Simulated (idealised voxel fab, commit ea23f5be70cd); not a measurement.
The process module presented herein is designated voxel self aligned contacts.
170 nm wide, 5 nm square cells: that's cross-section cut.
Square cells in a grid make up a cross-section in this document, and the grid is given as bands, listed from the top down, each one or more rows of cells.
Top, bottom (nm), then materials left to right with widths (nm); lone material tagged "full width" fills the whole band edge to edge; "blank" = empty space.
Convention: height 0 is the level below which the wafer, as received, is all one material. The lowest band does not terminate at the bottom but continues downward, represented as "0..down".
Think of "30..40" as a width that walks from the first number to the second as you go down the band, top row to bottom row, taking equal-sized steps from row to row.
For the purposes of this document, the phrase "changes: none" attached to a step denotes that no cell within the cross-section was modified by that step.
So "Enclosed voids" is basically the list of trapped voids: any empty space of 8 cells or more that can't reach the top through an opening. They're written width x height at distance, the distance being from the left edge, and it's all nm.
Where a step's line continues beyond its settings, the continuation is a remark by the simulator itself on that step.
What "overlay nm" on a step's line means: if the step has a mask, that mask lay this far to the right of its planned place, or, when the value is negative, to the left.
Steps planned for the process
1 RECEIVE, material Si
2 CONFORMAL_DEP, material SiO2, thk nm 5
3 DIRECTIONAL_DEP, material polySi, thk nm 30
4 DIRECTIONAL_DEP, material SiN, thk nm 20
5 DIRECTIONAL_DEP, material aC, thk nm 10
6 PATTERN, tone cover, mask id GATE, material resist, width nm 30, pitch nm 60, thk nm 25, overlay nm 0
7 DIRECTIONAL_ETCH, etch materials aC, depth nm 10
8 STRIP, etch materials resist
9 DIRECTIONAL_ETCH, etch materials SiN, depth nm 20
10 DIRECTIONAL_ETCH, etch materials polySi, depth nm 30
11 STRIP, etch materials aC
12 CONFORMAL_DEP, material SiN, thk nm 5
13 DIRECTIONAL_ETCH, etch materials SiN, depth nm 5
14 FILL_DEP, material SiO2, thk nm 10
15 CMP, height nm 60
16 PATTERN, tone open, mask id CONTACT, material resist, width nm 40, thk nm 15, overlay nm 0
17 DIRECTIONAL_ETCH, etch materials SiO2, depth nm 60
18 STRIP, etch materials resist
19 CONFORMAL_DEP, material TiN, thk nm 5
20 FILL_DEP, material W, thk nm 5
21 CMP, height nm 60
22 CONFORMAL_DEP, material SiN, thk nm 5
The first of two wafers, run as planned
The cross-section here shows the wafer as received, i.e. in its state after step 1
- 0..down | Si full width
- Enclosed voids: none
Wafer section view after processing step 2
- 5..0 | SiO2 full width
- Below 0, no change.
Wafer section view after processing step 3
- 35..5 | polySi full width
- Below 5, no change.
Wafer section view after processing step 4
- 55..35 | SiN full width
- Below 35, no change.
Wafer section view after processing step 5
- 65..55 | aC full width
- Below 55, no change.
Wafer section view after processing step 6
- 90..65 | blank 40 nm; resist 30 nm; blank 30 nm; resist 30 nm; blank 40 nm
- Below 65, no change.
Wafer section view after processing step 7
- 80..65 | blank 40 nm; resist 30 nm; blank 30 nm; resist 30 nm; blank 40 nm
- 65..55 | blank 40 nm; aC 30 nm; blank 30 nm; aC 30 nm; blank 40 nm
- Below 55, no change.
Wafer section view after processing step 8
- 65..55 | blank 40 nm; aC 30 nm; blank 30 nm; aC 30 nm; blank 40 nm
- Below 55, no change.
Wafer section view after processing step 9
- 65..55 | blank 40 nm; aC 30 nm; blank 30 nm; aC 30 nm; blank 40 nm
- 55..35 | blank 40 nm; SiN 30 nm; blank 30 nm; SiN 30 nm; blank 40 nm
- Below 35, no change.
Wafer section view after processing step 10
- 65..55 | blank 40 nm; aC 30 nm; blank 30 nm; aC 30 nm; blank 40 nm
- 55..35 | blank 40 nm; SiN 30 nm; blank 30 nm; SiN 30 nm; blank 40 nm
- 35..5 | blank 40 nm; polySi 30 nm; blank 30 nm; polySi 30 nm; blank 40 nm
- Below 5, no change.
Wafer section view after processing step 11
- 55..35 | blank 40 nm; SiN 30 nm; blank 30 nm; SiN 30 nm; blank 40 nm
- Below 35, no change.
Wafer section view after processing step 12
- 60..35 | blank 35 nm; SiN 40 nm; blank 20 nm; SiN 40 nm; blank 35 nm
- 35..10 | blank 35 nm; SiN 5 nm; polySi 30 nm; SiN 5 nm; blank 20 nm; SiN 5 nm; polySi 30 nm; SiN 5 nm; blank 35 nm
- 10..5 | SiN 40 nm; polySi 30 nm; SiN 30 nm; polySi 30 nm; SiN 40 nm
- Below 5, no change.
Wafer section view after processing step 13
- 55..35 | blank 35 nm; SiN 40 nm; blank 20 nm; SiN 40 nm; blank 35 nm
- 35..5 | blank 35 nm; SiN 5 nm; polySi 30 nm; SiN 5 nm; blank 20 nm; SiN 5 nm; polySi 30 nm; SiN 5 nm; blank 35 nm
- Below 5, no change.
Wafer section view after processing step 14
- 65..55 | SiO2 full width
- 55..35 | SiO2 35 nm; SiN 40 nm; SiO2 20 nm; SiN 40 nm; SiO2 35 nm
- 35..5 | SiO2 35 nm; SiN 5 nm; polySi 30 nm; SiN 5 nm; SiO2 20 nm; SiN 5 nm; polySi 30 nm; SiN 5 nm; SiO2 35 nm
- Below 5, no change.
Wafer section view after processing step 15
- 60..55 | SiO2 full width
- Below 55, no change.
Wafer section view after processing step 16
- 75..60 | resist 65 nm; blank 40 nm; resist 65 nm
- Below 60, no change.
Wafer section view after processing step 17
- 75..60 | resist 65 nm; blank 40 nm; resist 65 nm
- 60..55 | SiO2 65 nm; blank 40 nm; SiO2 65 nm
- 55..35 | SiO2 35 nm; SiN 40 nm; blank 20 nm; SiN 40 nm; SiO2 35 nm
- 35..5 | SiO2 35 nm; SiN 5 nm; polySi 30 nm; SiN 5 nm; blank 20 nm; SiN 5 nm; polySi 30 nm; SiN 5 nm; SiO2 35 nm
- 5..0 | SiO2 75 nm; blank 20 nm; SiO2 75 nm
- Below 0, no change.
Wafer section view after processing step 18
- 60..55 | SiO2 65 nm; blank 40 nm; SiO2 65 nm
- Below 55, no change.
Wafer section view after processing step 19
- 65..60 | TiN 70 nm; blank 30 nm; TiN 70 nm
- 60..55 | SiO2 65 nm; TiN 15 nm; blank 10 nm; TiN 15 nm; SiO2 65 nm
- 55..35 | SiO2 35 nm; SiN 40 nm; TiN 5 nm; blank 10 nm; TiN 5 nm; SiN 40 nm; SiO2 35 nm
- 35..5 | SiO2 35 nm; SiN 5 nm; polySi 30 nm; SiN 5 nm; TiN 5 nm; blank 10 nm; TiN 5 nm; SiN 5 nm; polySi 30 nm; SiN 5 nm; SiO2 35 nm
- 5..0 | SiO2 75 nm; TiN 20 nm; SiO2 75 nm
- Below 0, no change.
Wafer section view after processing step 20
- 70..65 | W full width
- 65..60 | TiN 70 nm; W 30 nm; TiN 70 nm
- 60..55 | SiO2 65 nm; TiN 15 nm; W 10 nm; TiN 15 nm; SiO2 65 nm
- 55..35 | SiO2 35 nm; SiN 40 nm; TiN 5 nm; W 10 nm; TiN 5 nm; SiN 40 nm; SiO2 35 nm
- 35..5 | SiO2 35 nm; SiN 5 nm; polySi 30 nm; SiN 5 nm; TiN 5 nm; W 10 nm; TiN 5 nm; SiN 5 nm; polySi 30 nm; SiN 5 nm; SiO2 35 nm
- Below 5, no change.
Wafer section view after processing step 21
- 60..55 | SiO2 65 nm; TiN 15 nm; W 10 nm; TiN 15 nm; SiO2 65 nm
- Below 55, no change.
Wafer section view after processing step 22
- 65..60 | SiN full width
- Below 60, no change.
Wafer two of two - same starting point, same process plan, one mistake in execution; matches wafer one up to and including step 11
Second wafer at the planned finish of step 12, seen in cross-section
- 60..55 | blank 35 nm; SiO2 40 nm; blank 20 nm; SiO2 40 nm; blank 35 nm
- 55..35 | blank 35 nm; SiO2 5 nm; SiN 30 nm; SiO2 5 nm; blank 20 nm; SiO2 5 nm; SiN 30 nm; SiO2 5 nm; blank 35 nm
- 35..10 | blank 35 nm; SiO2 5 nm; polySi 30 nm; SiO2 5 nm; blank 20 nm; SiO2 5 nm; polySi 30 nm; SiO2 5 nm; blank 35 nm
- 10..5 | SiO2 40 nm; polySi 30 nm; SiO2 30 nm; polySi 30 nm; SiO2 40 nm
- Below 5, no change.
Second wafer at the planned finish of step 13, seen in cross-section: changes: none
Second wafer at the planned finish of step 14, seen in cross-section
- 70..55 | SiO2 full width
- 55..35 | SiO2 40 nm; SiN 30 nm; SiO2 30 nm; SiN 30 nm; SiO2 40 nm
- 35..5 | SiO2 40 nm; polySi 30 nm; SiO2 30 nm; polySi 30 nm; SiO2 40 nm
- Below 5, no change.
Second wafer at the planned finish of step 15, seen in cross-section
- 60..55 | SiO2 full width
- Below 55, no change.
Second wafer at the planned finish of step 16, seen in cross-section
- 75..60 | resist 65 nm; blank 40 nm; resist 65 nm
- Below 60, no change.
Second wafer at the planned finish of step 17, seen in cross-section
- 75..60 | resist 65 nm; blank 40 nm; resist 65 nm
- 60..55 | SiO2 65 nm; blank 40 nm; SiO2 65 nm
- 55..35 | SiO2 40 nm; SiN 30 nm; blank 30 nm; SiN 30 nm; SiO2 40 nm
- 35..5 | SiO2 40 nm; polySi 30 nm; blank 30 nm; polySi 30 nm; SiO2 40 nm
- 5..0 | SiO2 70 nm; blank 30 nm; SiO2 70 nm
- Below 0, no change.
Second wafer at the planned finish of step 18, seen in cross-section
- 60..55 | SiO2 65 nm; blank 40 nm; SiO2 65 nm
- Below 55, no change.
Second wafer at the planned finish of step 19, seen in cross-section
- 65..60 | TiN 70 nm; blank 30 nm; TiN 70 nm
- 60..55 | SiO2 65 nm; TiN 10 nm; blank 20 nm; TiN 10 nm; SiO2 65 nm
- 55..35 | SiO2 40 nm; SiN 30 nm; TiN 5 nm; blank 20 nm; TiN 5 nm; SiN 30 nm; SiO2 40 nm
- 35..5 | SiO2 40 nm; polySi 30 nm; TiN 5 nm; blank 20 nm; TiN 5 nm; polySi 30 nm; SiO2 40 nm
- 5..0 | SiO2 70 nm; TiN 30 nm; SiO2 70 nm
- Below 0, no change.
Second wafer at the planned finish of step 20, seen in cross-section
- 70..65 | W full width
- 65..60 | TiN 70 nm; W 30 nm; TiN 70 nm
- 60..55 | SiO2 65 nm; TiN 10 nm; W 20 nm; TiN 10 nm; SiO2 65 nm
- 55..35 | SiO2 40 nm; SiN 30 nm; TiN 5 nm; W 20 nm; TiN 5 nm; SiN 30 nm; SiO2 40 nm
- 35..5 | SiO2 40 nm; polySi 30 nm; TiN 5 nm; W 20 nm; TiN 5 nm; polySi 30 nm; SiO2 40 nm
- Below 5, no change.
Second wafer at the planned finish of step 21, seen in cross-section
- 60..55 | SiO2 65 nm; TiN 10 nm; W 20 nm; TiN 10 nm; SiO2 65 nm
- Below 55, no change.
Second wafer at the planned finish of step 22, seen in cross-section
- 65..60 | SiN full width
- Below 60, no change.
Heads up, the wafer didn't run the way we planned it: step 12 was processed under conditions differing from the plan, specifically as CONFORMAL_DEP, material SiO2, thk nm 5
Counted in cells at the end, the second wafer holds more or fewer of these materials than the first: 40 fewer of SiN; 18 more of SiO2; 22 more of W
